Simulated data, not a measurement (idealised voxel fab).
A process module follows: voxel gate over fins.
Section cut is 280 nm wide and gridded with 5 nm square cells.
We lay out every cross-section as a grid of square cells and spell it out in bands from the top down, where one band means one or more rows of cells.
What a band's entry tells you: where the top is and where the bottom is, as heights in nm, and after that what lies inside, material by material from left to right, each with its width in nm. Empty space is written as the word "empty", and a single material marked with the word "throughout" occupies the band from edge to edge.
Heads up on the height convention: 0 is the point under which the incoming wafer is all one material, and the lowest band has no bottom, it just keeps going down, like "0 -> down".
A width such as "30->40" changes by the same amount from each row of cells to the next, from the band's top row to its bottom row.
"nothing changed" after a step means that no cell of the cross-section changed.
This entry, "Completely sealed voids", enumerates those empty regions of no fewer than 8 cells that possess no open connection to the top. Each region is reported in the form width x height at distance, the distance being taken from the left edge, with all three quantities expressed in nm.
Formally, on a step line, whatever follows the settings is a remark that the simulator itself makes on the step.
"overlay nm" denotes, for a step that has a mask, the displacement of the mask to the right of its planned place, with negative values corresponding to the left.
Guide to the pairs. Each holds a before and an after cross-section around one process step; the after cross-section is cut off at the lowest band that changed. Look under the pair for the step between them and its settings. Pairs can come from different runs of this module on the same starting wafer, so a pair follows on from the one above it only where its entry headed "Status before step" says it does.
Status before step
  20 -> 15  empty 95 nm | TiN 95 nm | empty 90 nm
  15 -> 10  empty 95 nm | TiN 5 nm | TiAl 40 nm | TiN 5 nm | TiAl 40 nm | TiN 5 nm | empty 90 nm
  10 -> 5  TiN 100 nm | TiAl 5 nm | TiN 30 nm | TiAl 5 nm | TiN 5 nm | TiAl 5 nm | TiN 30 nm | TiAl 5 nm | TiN 95 nm
  5 -> 0  TiAl 105 nm | TiN 5 nm | HfO2 20 nm | TiN 5 nm | TiAl 15 nm | TiN 5 nm | HfO2 20 nm | TiN 5 nm | TiAl 100 nm
  0 -> -5  TiN 110 nm | HfO2 5 nm | Si 10 nm | HfO2 5 nm | TiN 25 nm | HfO2 5 nm | Si 10 nm | HfO2 5 nm | TiN 105 nm
  -5 -> -10  HfO2 115 nm | Si 10 nm | HfO2 35 nm | Si 10 nm | HfO2 110 nm
  -10 -> -40  SiO2 115 nm | Si 10 nm | SiO2 35 nm | Si 10 nm | SiO2 110 nm
  -40 -> down  Si throughout
  Completely sealed voids: none
Resulting Cross-Section
  30 -> 20  W throughout
  20 -> 15  W 95 nm | TiN 95 nm | W 90 nm
  15 -> 10  W 95 nm | TiN 5 nm | TiAl 40 nm | TiN 5 nm | TiAl 40 nm | TiN 5 nm | W 90 nm
  For the remainder of the cross-section, below 10, there is no change.
  Completely sealed voids: none
Formally, the process step situated between the two cross-sections above is FILL_DEP,material W,thk nm 10
Status before step: cross-section not repeated; it is the one shown after the step in the pair just above.
Resulting Cross-Section
  25 -> 20  W throughout
  For the remainder of the cross-section, below 20, there is no change.
  Completely sealed voids: none
Formally, the process step situated between the two cross-sections above is CMP,height nm 25
Status before step: cross-section not repeated; it is the one shown after the step in the pair just above.
Resulting Cross-Section
  35 -> 25  SiN throughout
  For the remainder of the cross-section, below 25, there is no change.
  Completely sealed voids: none
Formally, the process step situated between the two cross-sections above is CONFORMAL_DEP,material SiN,thk nm 10
Status before step
  10 -> 0  SiN throughout
  0 -> down  Si throughout
  Completely sealed voids: none
Resulting Cross-Section
  30 -> 10  empty 100 nm | resist 15 nm | empty 30 nm | resist 15 nm | empty 120 nm
  For the remainder of the cross-section, below 10, there is no change.
  Completely sealed voids: none
Formally, the process step situated between the two cross-sections above is PATTERN,tone cover,mask id FINS,material resist,width nm 15,pitch nm 45,thk nm 20,overlay nm -10
Status before step: cross-section not repeated; it is the one shown after the step in the pair just above.
Resulting Cross-Section
  30 -> 10  empty 100 nm | resist 15 nm | empty 30 nm | resist 15 nm | empty 120 nm
  10 -> 0  empty 100 nm | SiN 15 nm | empty 30 nm | SiN 15 nm | empty 120 nm
  For the remainder of the cross-section, below 0, there is no change.
  Completely sealed voids: none
Formally, the process step situated between the two cross-sections above is DIRECTIONAL_ETCH,etch materials SiN,depth nm 10
Status before step: cross-section not repeated; it is the one shown after the step in the pair just above.
Resulting Cross-Section
  30 -> 10  empty 100 nm | resist 15 nm | empty 30 nm | resist 15 nm | empty 120 nm
  10 -> 0  empty 100 nm | SiN 15 nm | empty 30 nm | SiN 15 nm | empty 120 nm
  0 -> -35  empty 100 nm | Si 15 nm | empty 30 nm | Si 15 nm | empty 120 nm
  For the remainder of the cross-section, below -35, there is no change.
  Completely sealed voids: none
Formally, the process step situated between the two cross-sections above is DIRECTIONAL_ETCH,etch materials Si,depth nm 35
Status before step: cross-section not repeated; it is the one shown after the step in the pair just above.
Resulting Cross-Section
  10 -> 0  empty 100 nm | SiN 15 nm | empty 30 nm | SiN 15 nm | empty 120 nm
  For the remainder of the cross-section, below 0, there is no change.
  Completely sealed voids: none
Formally, the process step situated between the two cross-sections above is STRIP,etch materials resist
Status before step: cross-section not repeated; it is the one shown after the step in the pair just above.
Resulting Cross-Section
  10 -> 0  empty 100 nm | SiN 15 nm | empty 30 nm | SiN 15 nm | empty 120 nm
  0 -> -35  empty 100 nm | SiO2 5 nm | Si 5 nm | SiO2 5 nm | empty 30 nm | SiO2 5 nm | Si 5 nm | SiO2 5 nm | empty 120 nm
  -35 -> -40  SiO2 105 nm | Si 5 nm | SiO2 40 nm | Si 5 nm | SiO2 125 nm
  For the remainder of the cross-section, below -40, there is no change.
  Completely sealed voids: none
Formally, the process step situated between the two cross-sections above is OXIDIZE,depth nm 5
Status before step: cross-section not repeated; it is the one shown after the step in the pair just above.
Resulting Cross-Section
  20 -> 10  SiO2 throughout
  10 -> 0  SiO2 100 nm | SiN 15 nm | SiO2 30 nm | SiN 15 nm | SiO2 120 nm
  0 -> -40  SiO2 105 nm | Si 5 nm | SiO2 40 nm | Si 5 nm | SiO2 125 nm
  For the remainder of the cross-section, below -40, there is no change.
  Completely sealed voids: none
Formally, the process step situated between the two cross-sections above is FILL_DEP,material SiO2,thk nm 10
Status before step: cross-section not repeated; it is the one shown after the step in the pair just above.
Resulting Cross-Section
  10 -> 0  SiO2 100 nm | SiN 15 nm | SiO2 30 nm | SiN 15 nm | SiO2 120 nm
  For the remainder of the cross-section, below 0, there is no change.
  Completely sealed voids: none
Formally, the process step situated between the two cross-sections above is CMP,height nm 10
Status before step: cross-section not repeated; it is the one shown after the step in the pair just above.
Resulting Cross-Section
  10 -> 0  empty 100 nm | SiN 15 nm | empty 30 nm | SiN 15 nm | empty 120 nm
  0 -> -10  empty 105 nm | Si 5 nm | empty 40 nm | Si 5 nm | empty 125 nm
  For the remainder of the cross-section, below -10, there is no change.
  Completely sealed voids: none
Formally, the process step situated between the two cross-sections above is SELECTIVE_ETCH,etch materials SiO2,depth nm 20
Status before step: cross-section not repeated; it is the one shown after the step in the pair just above.
Resulting Cross-Section
  0 -> -10  empty 105 nm | Si 5 nm | empty 40 nm | Si 5 nm | empty 125 nm
  For the remainder of the cross-section, below -10, there is no change.
  Completely sealed voids: none
Formally, the process step situated between the two cross-sections above is STRIP,etch materials SiN
Status before step: cross-section not repeated; it is the one shown after the step in the pair just above.
Resulting Cross-Section
  5 -> 0  empty 100 nm | HfO2 15 nm | empty 30 nm | HfO2 15 nm | empty 120 nm
  0 -> -5  empty 100 nm | HfO2 5 nm | Si 5 nm | HfO2 5 nm | empty 30 nm | HfO2 5 nm | Si 5 nm | HfO2 5 nm | empty 120 nm
  -5 -> -10  HfO2 105 nm | Si 5 nm | HfO2 40 nm | Si 5 nm | HfO2 125 nm
  For the remainder of the cross-section, below -10, there is no change.
  Completely sealed voids: none
Formally, the process step situated between the two cross-sections above is CONFORMAL_DEP,material HfO2,thk nm 5
Status before step: cross-section not repeated; it is the one shown after the step in the pair just above.
Resulting Cross-Section
  10 -> 5  empty 95 nm | TiN 25 nm | empty 20 nm | TiN 25 nm | empty 115 nm
  5 -> 0  empty 95 nm | TiN 5 nm | HfO2 15 nm | TiN 5 nm | empty 20 nm | TiN 5 nm | HfO2 15 nm | TiN 5 nm | empty 115 nm
  0 -> -5  TiN 100 nm | HfO2 5 nm | Si 5 nm | HfO2 5 nm | TiN 30 nm | HfO2 5 nm | Si 5 nm | HfO2 5 nm | TiN 120 nm
  For the remainder of the cross-section, below -5, there is no change.
  Completely sealed voids: none
Formally, the process step situated between the two cross-sections above is CONFORMAL_DEP,material TiN,thk nm 5
Status before step: cross-section not repeated; it is the one shown after the step in the pair just above.
Resulting Cross-Section
  15 -> 10  empty 90 nm | TiAl 35 nm | empty 10 nm | TiAl 35 nm | empty 110 nm
  10 -> 5  empty 90 nm | TiAl 5 nm | TiN 25 nm | TiAl 5 nm | empty 10 nm | TiAl 5 nm | TiN 25 nm | TiAl 5 nm | empty 110 nm
  5 -> 0  TiAl 95 nm | TiN 5 nm | HfO2 15 nm | TiN 5 nm | TiAl 20 nm | TiN 5 nm | HfO2 15 nm | TiN 5 nm | TiAl 115 nm
  For the remainder of the cross-section, below 0, there is no change.
  Completely sealed voids: none
Formally, the process step situated between the two cross-sections above is CONFORMAL_DEP,material TiAl,thk nm 5
Status before step: cross-section not repeated; it is the one shown after the step in the pair just above.
Resulting Cross-Section
  20 -> 15  empty 85 nm | TiN 90 nm | empty 105 nm
  15 -> 10  empty 85 nm | TiN 5 nm | TiAl 35 nm | TiN 10 nm | TiAl 35 nm | TiN 5 nm | empty 105 nm
  10 -> 5  TiN 90 nm | TiAl 5 nm | TiN 25 nm | TiAl 5 nm | TiN 10 nm | TiAl 5 nm | TiN 25 nm | TiAl 5 nm | TiN 110 nm
  For the remainder of the cross-section, below 5, there is no change.
  Completely sealed voids: none
Formally, the process step situated between the two cross-sections above is CONFORMAL_DEP,material TiN,thk nm 5
Status before step: cross-section not repeated; it is the one shown after the step in the pair just above.
Resulting Cross-Section
  30 -> 20  W throughout
  20 -> 15  W 85 nm | TiN 90 nm | W 105 nm
  15 -> 10  W 85 nm | TiN 5 nm | TiAl 35 nm | TiN 10 nm | TiAl 35 nm | TiN 5 nm | W 105 nm
  For the remainder of the cross-section, below 10, there is no change.
  Completely sealed voids: none
Formally, the process step situated between the two cross-sections above is FILL_DEP,material W,thk nm 10
Status before step: cross-section not repeated; it is the one shown after the step in the pair just above.
Resulting Cross-Section
  25 -> 20  W throughout
  For the remainder of the cross-section, below 20, there is no change.
  Completely sealed voids: none
Formally, the process step situated between the two cross-sections above is CMP,height nm 25
Status before step: cross-section not repeated; it is the one shown after the step in the pair just above.
Resulting Cross-Section
  35 -> 25  SiN throughout
  For the remainder of the cross-section, below 25, there is no change.
  Completely sealed voids: none
Formally, the process step situated between the two cross-sections above is CONFORMAL_DEP,material SiN,thk nm 10
Status before step
  10 -> 0  empty 110 nm | SiN 15 nm | empty 30 nm | SiN 15 nm | empty 110 nm
  0 -> -35  empty 110 nm | SiO2 5 nm | Si 5 nm | SiO2 5 nm | empty 30 nm | SiO2 5 nm | Si 5 nm | SiO2 5 nm | empty 110 nm
  -35 -> -40  SiO2 115 nm | Si 5 nm | SiO2 40 nm | Si 5 nm | SiO2 115 nm
  -40 -> down  Si throughout
  Completely sealed voids: none
Resulting Cross-Section
  20 -> 0  SiN throughout
  0 -> -35  SiN 110 nm | SiO2 5 nm | Si 5 nm | SiO2 5 nm | SiN 30 nm | SiO2 5 nm | Si 5 nm | SiO2 5 nm | SiN 110 nm
  For the remainder of the cross-section, below -35, there is no change.
  Completely sealed voids: none
Formally, the process step situated between the two cross-sections above is FILL_DEP,material SiN,thk nm 10
Status before step: cross-section not repeated; it is the one shown after the step in the pair just above.
Resulting Cross-Section
  10 -> 0  SiN throughout
  For the remainder of the cross-section, below 0, there is no change.
  Completely sealed voids: none
Formally, the process step situated between the two cross-sections above is CMP,height nm 10
Status before step: cross-section not repeated; it is the one shown after the step in the pair just above.
Resulting Cross-Section
  0 -> -35  empty 110 nm | SiO2 5 nm | Si 5 nm | SiO2 5 nm | empty 30 nm | SiO2 5 nm | Si 5 nm | SiO2 5 nm | empty 110 nm
  For the remainder of the cross-section, below -35, there is no change.
  Completely sealed voids: none
Formally, the process step situated between the two cross-sections above is STRIP,etch materials SiN
Status before step: cross-section not repeated; it is the one shown after the step in the pair just above.
Resulting Cross-Section
  5 -> 0  empty 105 nm | HfO2 25 nm | empty 20 nm | HfO2 25 nm | empty 105 nm
  0 -> -30  empty 105 nm | HfO2 5 nm | SiO2 5 nm | Si 5 nm | SiO2 5 nm | HfO2 5 nm | empty 20 nm | HfO2 5 nm | SiO2 5 nm | Si 5 nm | SiO2 5 nm | HfO2 5 nm | empty 105 nm
  -30 -> -35  HfO2 110 nm | SiO2 5 nm | Si 5 nm | SiO2 5 nm | HfO2 30 nm | SiO2 5 nm | Si 5 nm | SiO2 5 nm | HfO2 110 nm
  For the remainder of the cross-section, below -35, there is no change.
  Completely sealed voids: none
Formally, the process step situated between the two cross-sections above is CONFORMAL_DEP,material HfO2,thk nm 5
Status before step: cross-section not repeated; it is the one shown after the step in the pair just above.
Resulting Cross-Section
  10 -> 5  empty 100 nm | TiN 35 nm | empty 10 nm | TiN 35 nm | empty 100 nm
  5 -> 0  empty 100 nm | TiN 5 nm | HfO2 25 nm | TiN 5 nm | empty 10 nm | TiN 5 nm | HfO2 25 nm | TiN 5 nm | empty 100 nm
  0 -> -25  empty 100 nm | TiN 5 nm | HfO2 5 nm | SiO2 5 nm | Si 5 nm | SiO2 5 nm | HfO2 5 nm | TiN 5 nm | empty 10 nm | TiN 5 nm | HfO2 5 nm | SiO2 5 nm | Si 5 nm | SiO2 5 nm | HfO2 5 nm | TiN 5 nm | empty 100 nm
  -25 -> -30  TiN 105 nm | HfO2 5 nm | SiO2 5 nm | Si 5 nm | SiO2 5 nm | HfO2 5 nm | TiN 20 nm | HfO2 5 nm | SiO2 5 nm | Si 5 nm | SiO2 5 nm | HfO2 5 nm | TiN 105 nm
  For the remainder of the cross-section, below -30, there is no change.
  Completely sealed voids: none
Formally, the process step situated between the two cross-sections above is CONFORMAL_DEP,material TiN,thk nm 5
Status before step: cross-section not repeated; it is the one shown after the step in the pair just above.
Resulting Cross-Section
  15 -> 10  empty 95 nm | TiAl 90 nm | empty 95 nm
  10 -> 5  empty 95 nm | TiAl 5 nm | TiN 35 nm | TiAl 10 nm | TiN 35 nm | TiAl 5 nm | empty 95 nm
  5 -> 0  empty 95 nm | TiAl 5 nm | TiN 5 nm | HfO2 25 nm | TiN 5 nm | TiAl 10 nm | TiN 5 nm | HfO2 25 nm | TiN 5 nm | TiAl 5 nm | empty 95 nm
  0 -> -20  empty 95 nm | TiAl 5 nm | TiN 5 nm | HfO2 5 nm | SiO2 5 nm | Si 5 nm | SiO2 5 nm | HfO2 5 nm | TiN 5 nm | TiAl 10 nm | TiN 5 nm | HfO2 5 nm | SiO2 5 nm | Si 5 nm | SiO2 5 nm | HfO2 5 nm | TiN 5 nm | TiAl 5 nm | empty 95 nm
  -20 -> -25  TiAl 100 nm | TiN 5 nm | HfO2 5 nm | SiO2 5 nm | Si 5 nm | SiO2 5 nm | HfO2 5 nm | TiN 5 nm | TiAl 10 nm | TiN 5 nm | HfO2 5 nm | SiO2 5 nm | Si 5 nm | SiO2 5 nm | HfO2 5 nm | TiN 5 nm | TiAl 100 nm
  For the remainder of the cross-section, below -25, there is no change.
  Completely sealed voids: none
Formally, the process step situated between the two cross-sections above is CONFORMAL_DEP,material TiAl,thk nm 5
Status before step: cross-section not repeated; it is the one shown after the step in the pair just above.
Resulting Cross-Section
  20 -> 15  empty 90 nm | TiN 100 nm | empty 90 nm
  15 -> 10  empty 90 nm | TiN 5 nm | TiAl 90 nm | TiN 5 nm | empty 90 nm
  10 -> 5  empty 90 nm | TiN 5 nm | TiAl 5 nm | TiN 35 nm | TiAl 10 nm | TiN 35 nm | TiAl 5 nm | TiN 5 nm | empty 90 nm
  5 -> 0  empty 90 nm | TiN 5 nm | TiAl 5 nm | TiN 5 nm | HfO2 25 nm | TiN 5 nm | TiAl 10 nm | TiN 5 nm | HfO2 25 nm | TiN 5 nm | TiAl 5 nm | TiN 5 nm | empty 90 nm
  0 -> -15  empty 90 nm | TiN 5 nm | TiAl 5 nm | TiN 5 nm | HfO2 5 nm | SiO2 5 nm | Si 5 nm | SiO2 5 nm | HfO2 5 nm | TiN 5 nm | TiAl 10 nm | TiN 5 nm | HfO2 5 nm | SiO2 5 nm | Si 5 nm | SiO2 5 nm | HfO2 5 nm | TiN 5 nm | TiAl 5 nm | TiN 5 nm | empty 90 nm
  -15 -> -20  TiN 95 nm | TiAl 5 nm | TiN 5 nm | HfO2 5 nm | SiO2 5 nm | Si 5 nm | SiO2 5 nm | HfO2 5 nm | TiN 5 nm | TiAl 10 nm | TiN 5 nm | HfO2 5 nm | SiO2 5 nm | Si 5 nm | SiO2 5 nm | HfO2 5 nm | TiN 5 nm | TiAl 5 nm | TiN 95 nm
  For the remainder of the cross-section, below -20, there is no change.
  Completely sealed voids: none
Formally, the process step situated between the two cross-sections above is CONFORMAL_DEP,material TiN,thk nm 5
Status before step: cross-section not repeated; it is the one shown after the step in the pair just above.
Resulting Cross-Section
  30 -> 20  W throughout
  20 -> 15  W 90 nm | TiN 100 nm | W 90 nm
  15 -> 10  W 90 nm | TiN 5 nm | TiAl 90 nm | TiN 5 nm | W 90 nm
  10 -> 5  W 90 nm | TiN 5 nm | TiAl 5 nm | TiN 35 nm | TiAl 10 nm | TiN 35 nm | TiAl 5 nm | TiN 5 nm | W 90 nm
  5 -> 0  W 90 nm | TiN 5 nm | TiAl 5 nm | TiN 5 nm | HfO2 25 nm | TiN 5 nm | TiAl 10 nm | TiN 5 nm | HfO2 25 nm | TiN 5 nm | TiAl 5 nm | TiN 5 nm | W 90 nm
  0 -> -15  W 90 nm | TiN 5 nm | TiAl 5 nm | TiN 5 nm | HfO2 5 nm | SiO2 5 nm | Si 5 nm | SiO2 5 nm | HfO2 5 nm | TiN 5 nm | TiAl 10 nm | TiN 5 nm | HfO2 5 nm | SiO2 5 nm | Si 5 nm | SiO2 5 nm | HfO2 5 nm | TiN 5 nm | TiAl 5 nm | TiN 5 nm | W 90 nm
  For the remainder of the cross-section, below -15, there is no change.
  Completely sealed voids: none
Formally, the process step situated between the two cross-sections above is FILL_DEP,material W,thk nm 10
Status before step: cross-section not repeated; it is the one shown after the step in the pair just above.
Resulting Cross-Section
  25 -> 20  W throughout
  For the remainder of the cross-section, below 20, there is no change.
  Completely sealed voids: none
Formally, the process step situated between the two cross-sections above is CMP,height nm 25
Status before step: cross-section not repeated; it is the one shown after the step in the pair just above.
Resulting Cross-Section
  35 -> 25  SiN throughout
  For the remainder of the cross-section, below 25, there is no change.
  Completely sealed voids: none
Formally, the process step situated between the two cross-sections above is CONFORMAL_DEP,material SiN,thk nm 10
Status before step
  10 -> 0  SiN throughout
  0 -> down  Si throughout
  Completely sealed voids: none
Resulting Cross-Section
  30 -> 10  resist 110 nm | empty 15 nm | resist 30 nm | empty 15 nm | resist 110 nm
  For the remainder of the cross-section, below 10, there is no change.
  Completely sealed voids: none
Formally, the process step situated between the two cross-sections above is PATTERN,tone open,mask id FINS,material resist,width nm 15,pitch nm 45,thk nm 20,overlay nm 0
Status before step: cross-section not repeated; it is the one shown after the step in the pair just above.
Resulting Cross-Section
  30 -> 10  resist 110 nm | empty 15 nm | resist 30 nm | empty 15 nm | resist 110 nm
  10 -> 0  SiN 110 nm | empty 15 nm | SiN 30 nm | empty 15 nm | SiN 110 nm
  For the remainder of the cross-section, below 0, there is no change.
  Completely sealed voids: none
Formally, the process step situated between the two cross-sections above is DIRECTIONAL_ETCH,etch materials SiN,depth nm 10
Status before step: cross-section not repeated; it is the one shown after the step in the pair just above.
Resulting Cross-Section
  30 -> 10  resist 110 nm | empty 15 nm | resist 30 nm | empty 15 nm | resist 110 nm
  10 -> 0  SiN 110 nm | empty 15 nm | SiN 30 nm | empty 15 nm | SiN 110 nm
  0 -> -35  Si 110 nm | empty 15 nm | Si 30 nm | empty 15 nm | Si 110 nm
  For the remainder of the cross-section, below -35, there is no change.
  Completely sealed voids: none
Formally, the process step situated between the two cross-sections above is DIRECTIONAL_ETCH,etch materials Si,depth nm 35
Status before step: cross-section not repeated; it is the one shown after the step in the pair just above.
Resulting Cross-Section
  10 -> 0  SiN 110 nm | empty 15 nm | SiN 30 nm | empty 15 nm | SiN 110 nm
  For the remainder of the cross-section, below 0, there is no change.
  Completely sealed voids: none
Formally, the process step situated between the two cross-sections above is STRIP,etch materials resist
Status before step: cross-section not repeated; it is the one shown after the step in the pair just above.
Resulting Cross-Section
  10 -> 0  SiN 110 nm | empty 15 nm | SiN 30 nm | empty 15 nm | SiN 110 nm
  0 -> -35  Si 105 nm | SiO2 5 nm | empty 15 nm | SiO2 5 nm | Si 20 nm | SiO2 5 nm | empty 15 nm | SiO2 5 nm | Si 105 nm
  -35 -> -40  Si 105 nm | SiO2 25 nm | Si 20 nm | SiO2 25 nm | Si 105 nm
  For the remainder of the cross-section, below -40, there is no change.
  Completely sealed voids: none
Formally, the process step situated between the two cross-sections above is OXIDIZE,depth nm 5
Status before step: cross-section not repeated; it is the one shown after the step in the pair just above.
Resulting Cross-Section
  20 -> 10  SiO2 throughout
  10 -> 0  SiN 110 nm | SiO2 15 nm | SiN 30 nm | SiO2 15 nm | SiN 110 nm
  0 -> -40  Si 105 nm | SiO2 25 nm | Si 20 nm | SiO2 25 nm | Si 105 nm
  For the remainder of the cross-section, below -40, there is no change.
  Completely sealed voids: none
Formally, the process step situated between the two cross-sections above is FILL_DEP,material SiO2,thk nm 10
Status before step: cross-section not repeated; it is the one shown after the step in the pair just above.
Resulting Cross-Section
  10 -> 0  SiN 110 nm | SiO2 15 nm | SiN 30 nm | SiO2 15 nm | SiN 110 nm
  For the remainder of the cross-section, below 0, there is no change.
  Completely sealed voids: none
Formally, the process step situated between the two cross-sections above is CMP,height nm 10
Status before step: cross-section not repeated; it is the one shown after the step in the pair just above.
Resulting Cross-Section
  10 -> 0  SiN 110 nm | empty 15 nm | SiN 30 nm | empty 15 nm | SiN 110 nm
  0 -> -10  Si 105 nm | empty 25 nm | Si 20 nm | empty 25 nm | Si 105 nm
  For the remainder of the cross-section, below -10, there is no change.
  Completely sealed voids: none
Formally, the process step situated between the two cross-sections above is SELECTIVE_ETCH,etch materials SiO2,depth nm 20
Status before step: cross-section not repeated; it is the one shown after the step in the pair just above.
Resulting Cross-Section
  0 -> -10  Si 105 nm | empty 25 nm | Si 20 nm | empty 25 nm | Si 105 nm
  For the remainder of the cross-section, below -10, there is no change.
  Completely sealed voids: none
Formally, the process step situated between the two cross-sections above is STRIP,etch materials SiN
Status before step: cross-section not repeated; it is the one shown after the step in the pair just above.
Resulting Cross-Section
  5 -> 0  HfO2 110 nm | empty 15 nm | HfO2 30 nm | empty 15 nm | HfO2 110 nm
  0 -> -5  Si 105 nm | HfO2 5 nm | empty 15 nm | HfO2 5 nm | Si 20 nm | HfO2 5 nm | empty 15 nm | HfO2 5 nm | Si 105 nm
  -5 -> -10  Si 105 nm | HfO2 25 nm | Si 20 nm | HfO2 25 nm | Si 105 nm
  For the remainder of the cross-section, below -10, there is no change.
  Completely sealed voids: none
Formally, the process step situated between the two cross-sections above is CONFORMAL_DEP,material HfO2,thk nm 5
Status before step: cross-section not repeated; it is the one shown after the step in the pair just above.
Resulting Cross-Section
  10 -> 5  TiN 115 nm | empty 5 nm | TiN 40 nm | empty 5 nm | TiN 115 nm
  5 -> 0  HfO2 110 nm | TiN 5 nm | empty 5 nm | TiN 5 nm | HfO2 30 nm | TiN 5 nm | empty 5 nm | TiN 5 nm | HfO2 110 nm
  0 -> -5  Si 105 nm | HfO2 5 nm | TiN 15 nm | HfO2 5 nm | Si 20 nm | HfO2 5 nm | TiN 15 nm | HfO2 5 nm | Si 105 nm
  For the remainder of the cross-section, below -5, there is no change.
  Completely sealed voids: none
Formally, the process step situated between the two cross-sections above is CONFORMAL_DEP,material TiN,thk nm 5
Status before step: cross-section not repeated; it is the one shown after the step in the pair just above.
Resulting Cross-Section
  15 -> 10  TiAl throughout
  10 -> 5  TiN 115 nm | TiAl 5 nm | TiN 40 nm | TiAl 5 nm | TiN 115 nm
  5 -> 0  HfO2 110 nm | TiN 5 nm | TiAl 5 nm | TiN 5 nm | HfO2 30 nm | TiN 5 nm | TiAl 5 nm | TiN 5 nm | HfO2 110 nm
  For the remainder of the cross-section, below 0, there is no change.
  Completely sealed voids: none
Formally, the process step situated between the two cross-sections above is CONFORMAL_DEP,material TiAl,thk nm 5
Status before step: cross-section not repeated; it is the one shown after the step in the pair just above.
Resulting Cross-Section
  20 -> 15  TiN throughout
  For the remainder of the cross-section, below 15, there is no change.
  Completely sealed voids: none
Formally, the process step situated between the two cross-sections above is CONFORMAL_DEP,material TiN,thk nm 5
Status before step: cross-section not repeated; it is the one shown after the step in the pair just above.
Resulting Cross-Section
  30 -> 20  W throughout
  For the remainder of the cross-section, below 20, there is no change.
  Completely sealed voids: none
Formally, the process step situated between the two cross-sections above is FILL_DEP,material W,thk nm 10
Status before step: cross-section not repeated; it is the one shown after the step in the pair just above.
Resulting Cross-Section
  25 -> 20  W throughout
  For the remainder of the cross-section, below 20, there is no change.
  Completely sealed voids: none
Formally, the process step situated between the two cross-sections above is CMP,height nm 25
Status before step: cross-section not repeated; it is the one shown after the step in the pair just above.
Resulting Cross-Section
  35 -> 25  SiN throughout
  For the remainder of the cross-section, below 25, there is no change.
  Completely sealed voids: none
Formally, the process step situated between the two cross-sections above is CONFORMAL_DEP,material SiN,thk nm 10
